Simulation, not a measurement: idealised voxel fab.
This is a process module. Its name is voxel ribs on slabs.
Cross-section cut: width 250 nm, square cells of 5 nm.
Bands, listed from the top down, are how a cross-section gets written in this document; the cross-section itself is a grid of square cells, and a band is one or more rows of them. In this notation a band is specified by the heights of its top and bottom, in that order and in nm, after which its materials appear from left to right, each paired with its width in nm. The word "everywhere" attached to a single material means that material fills the band from edge to edge; the word "air" stands for empty space. Where do heights start? At 0: under that level the wafer as delivered is made of one material only. And the lowest band has no floor; it just carries on downward, as in "0 down". Note: "30 to 40" means the width goes from the first number (top row of the band) to the second number (bottom row) in equal steps per row of cells. When a step is marked "nothing altered", none of the cells in the cross-section changed during that step. "Closed void listing" contains a list of empty spaces, each no smaller than 8 cells and without an open way to the top, written in the form width x height at distance with the distance from the left edge and all three in nm. Past the settings on a step's line: simulator remark, on that step. What "overlay nm" on a step's line means: if the step has a mask, that mask lay this far to the right of its planned place, or, when the value is negative, to the left. In what follows, pairs of cross-sections are presented, each taken before and after one process step, with the after cross-section shown only down to the lowest band that was altered; the step, together with its settings, is stated below the pair. The pairs may stem from different runs of this module on the same starting wafer; accordingly, a pair should be taken as continuing from the one above it solely where its entry headed "Pre-step geometry" indicates as much.
Pre-step geometry:
- 75 to 65 = 105 nm air, then 35 nm TiN, then 110 nm air
- 65 to 45 = SiO2 everywhere
- 45 to 40 = 110 nm SiO2, then 25 nm SiN, then 115 nm SiO2
- 40 to 20 = 95 nm SiO2, then 55 nm SiN, then 100 nm SiO2
- 20 to 0 = SiO2 everywhere
- 0 down = Si everywhere
- Closed void listing: none
Section After Processing:
- 85 to 75 = 95 nm air, then 55 nm TiN, then 100 nm air
- 75 to 65 = TiN everywhere
- Anything lower than 65 is untouched.
- Closed void listing: none
Between before and after above, the operation and settings are op CONFORMAL_DEP | material TiN | thk nm 10
Pre-step geometry:
- 90 to 75 = aC everywhere
- 75 to 65 = TiN everywhere
- 65 to 45 = SiO2 everywhere
- 45 to 40 = 110 nm SiO2, then 25 nm SiN, then 115 nm SiO2
- 40 to 20 = 95 nm SiO2, then 55 nm SiN, then 100 nm SiO2
- 20 to 0 = SiO2 everywhere
- 0 down = Si everywhere
- Closed void listing: none
Section After Processing:
- 125 to 90 = 105 nm resist, then 35 nm air, then 110 nm resist
- Anything lower than 90 is untouched.
- Closed void listing: none
Between before and after above, the operation and settings are op PATTERN | tone open | mask id HEATER | material resist | width nm 35 | thk nm 35 | overlay nm 0
Pre-step geometry: equal to the after panel directly above.
Section After Processing:
- 110 to 90 = 105 nm resist, then 35 nm air, then 110 nm resist
- 90 to 75 = 105 nm aC, then 35 nm air, then 110 nm aC
- Anything lower than 75 is untouched.
- Closed void listing: none
Between before and after above, the operation and settings are op DIRECTIONAL_ETCH | etch materials aC | depth nm 15
Pre-step geometry: equal to the after panel directly above.
Section After Processing:
- 90 to 75 = 105 nm aC, then 35 nm air, then 110 nm aC
- Anything lower than 75 is untouched.
- Closed void listing: none
Between before and after above, the operation and settings are op STRIP | etch materials resist
Pre-step geometry: equal to the after panel directly above.
Section After Processing:
- 90 to 75 = 105 nm aC, then 35 nm air, then 110 nm aC
- 75 to 65 = 105 nm TiN, then 35 nm air, then 110 nm TiN
- Anything lower than 65 is untouched.
- Closed void listing: none
Between before and after above, the operation and settings are op DIRECTIONAL_ETCH | etch materials TiN | depth nm 10
Pre-step geometry: equal to the after panel directly above.
Section After Processing:
- 75 to 65 = 105 nm TiN, then 35 nm air, then 110 nm TiN
- Anything lower than 65 is untouched.
- Closed void listing: none
Between before and after above, the operation and settings are op STRIP | etch materials aC
Pre-step geometry: equal to the after panel directly above.
Section After Processing:
- 85 to 75 = 115 nm SiN, then 15 nm air, then 120 nm SiN
- 75 to 65 = 105 nm TiN, then 35 nm SiN, then 110 nm TiN
- Anything lower than 65 is untouched.
- Closed void listing: none
Between before and after above, the operation and settings are op CONFORMAL_DEP | material SiN | thk nm 10
